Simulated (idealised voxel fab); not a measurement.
process module | voxel capacitor over wiring
The figure presents cross-section cut, which has a width of 225 nm and is divided into square cells with an edge length of 5 nm.
Cross-section = grid of square cells, listed top down in bands; band = one or more rows. Read a band's entry like this: the first values are the height of its top and the height of its bottom in nm, and what follows is the sequence of materials from left to right, each with its width in nm. Note that "blank" is empty space, and that a single material marked "throughout" reaches across the band from edge to edge. Beneath 0, the wafer as received is one material, and that level is where height counting begins. The lowest band goes on downward without a bottom; it is written like "0 -> down". Width "30..40": first value at the band's top row of cells, second value at its bottom row, equal change from row to row. "nothing altered" (step): cross-section cells unchanged, all of them. Enclosed voids (no open way to top), threshold 8 cells or more, entry "Listed closed voids", notation width x height at distance, distance from left edge, nm. Past the settings on a step's line: simulator remark, on that step. When a step includes a mask, the "overlay nm" setting on its line states how far to the right of its planned place that mask lay, and negative values state how far to the left.
So here's the lineup of process steps we planned:
1 RECEIVE (material Si)
2 CONFORMAL_DEP (material SiO2; thk nm 15)
3 CONFORMAL_DEP (material SiN; thk nm 5)
4 DIRECTIONAL_DEP (material SiO2; thk nm 25)
5 PATTERN (tone open; mask id METAL_1; material resist; width nm 30; pitch nm 80; thk nm 15; overlay nm 0)
6 DIRECTIONAL_ETCH (etch materials SiO2; depth nm 25)
7 DIRECTIONAL_ETCH (etch materials SiN; depth nm 5)
8 STRIP (etch materials resist)
9 CONFORMAL_DEP (material TiN; thk nm 5)
10 FILL_DEP (material W; thk nm 10)
11 CMP (height nm 45)
12 CONFORMAL_DEP (material SiCN; thk nm 5)
13 DIRECTIONAL_DEP (material lowk; thk nm 5)
14 PATTERN (tone open; mask id PLUG_1; material resist; width nm 15; thk nm 20; overlay nm 0)
15 DIRECTIONAL_ETCH (etch materials lowk; depth nm 15)
16 DIRECTIONAL_ETCH (etch materials SiCN; depth nm 5)
17 STRIP (etch materials resist)
18 EPI (material Ru; thk nm 10)
19 EPI (material Ru; thk nm 10)
20 DIRECTIONAL_DEP (material TiN; thk nm 10)
21 DIRECTIONAL_DEP (material HfO2; thk nm 5)
22 DIRECTIONAL_DEP (material TiN; thk nm 10)
23 MASKED_ETCH (tone cover; mask id UPPER_PLATE; width nm 55; etch materials TiN; depth nm 10; overlay nm 0)
24 MASKED_ETCH (tone cover; mask id UPPER_PLATE; width nm 55; etch materials HfO2; depth nm 5; overlay nm 0)
25 MASKED_ETCH (tone cover; mask id LOWER_PLATE; width nm 65; etch materials TiN; depth nm 10; overlay nm 0)
26 FILL_DEP (material SiO2; thk nm 20)
27 CMP (height nm 105)
28 PATTERN (tone open; mask id PLUG_2; material resist; width nm 15; thk nm 15; overlay nm 0)
29 DIRECTIONAL_ETCH (etch materials SiO2; depth nm 15)
30 STRIP (etch materials resist)
31 CONFORMAL_DEP (material TiN; thk nm 5)
32 FILL_DEP (material Ru; thk nm 10)
33 CMP (height nm 105)
34 CONFORMAL_DEP (material SiN; thk nm 5)
The value of thk nm given for step 13 in the plan refers to the first wafer; the wafers vary in this setting and are alike at the start.
Step 1 complete: as-received cross-section of the first of several wafers:
  0 -> down | Si throughout
  Listed closed voids: none
Each row below is a wafer at the end of the module, listing for every material the number of cells it has gained (+) or lost (-) since it was received, followed by its closed voids:
thk nm 5, +11 HfO2, +22 Ru, +42 SiCN, +78 SiN, +668 SiO2, +87 TiN, +40 W, +42 lowk, Listed closed voids: none
thk nm 10, +11 HfO2, +16 Ru, +42 SiCN, +78 SiN, +632 SiO2, +87 TiN, +40 W, +84 lowk, Listed closed voids: none
thk nm 15, +11 HfO2, +14 Ru, +42 SiCN, +78 SiN, +592 SiO2, +87 TiN, +40 W, +126 lowk, Listed closed voids: none
thk nm 20, +11 HfO2, +1 Ru, +45 SiCN, +78 SiN, +558 SiO2, +86 TiN, +40 W, +171 lowk, Listed closed voids: none
thk nm 25, +11 HfO2, +45 SiCN, +78 SiN, +515 SiO2, +85 TiN, +40 W, +216 lowk, Listed closed voids: none
thk nm 30, +11 HfO2, +45 SiCN, +78 SiN, +472 SiO2, +83 TiN, +40 W, +261 lowk, Listed closed voids: none
